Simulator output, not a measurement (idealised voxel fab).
process module | voxel lift off
cross-section cut | 220 nm wide | cells 5 nm
A cross-section is a grid of square cells, given in bands from the top down. A band is one or more rows of cells.
Each band's line starts with the height of the band's top and of its bottom, in nm. Then come its materials from left to right, each with its width in nm. One material with "throughout" fills the band from edge to edge. "air" is empty space.
Height 0 is the level under which the wafer as received is all one material. The lowest band goes on downwards, as in "0 down".
A width such as "30 to 40" changes by the same amount from each row of cells to the next, from the band's top row to its bottom row.
"no change" after a step means that no cell of the cross-section changed.
closed voids: empty space of 8 cells or more with no open way to the top, each as width x height at its distance from the left edge, in nm
after a step's settings: what the simulator itself notes on the step
overlay nm, on a step with a mask: how far to the right of its planned place the mask lay; to the left if negative
plan
1 op RECEIVE | material Si
2 op CONFORMAL_DEP | material SiN | thk nm 5
3 op PATTERN | tone open | mask id LINES | material resist | width nm 25 | pitch nm 50 | thk nm 20 | overlay nm 0
4 op DIRECTIONAL_DEP | material Ru | thk nm 10
5 op STRIP | etch materials resist
6 op CONFORMAL_DEP | material SiCN | thk nm 10
as received, after step 1
  0 down: Si throughout
  closed voids: none
a wafer at the end: this start, this plan, one mistake
  25 to 15: air 5 | SiCN 205 | air 10
  15 to 5: SiCN 15 | Ru 35 | SiCN 15 | Ru 35 | SiCN 15 | Ru 35 | SiCN 15 | Ru 35 | SiCN 20
  5 to 0: SiN throughout
  0 down: Si throughout
  closed voids: none
what went wrong: step 3 ran as: op PATTERN | tone open | mask id LINES | material resist | width nm 35 | pitch nm 50 | thk nm 20 | overlay nm 0
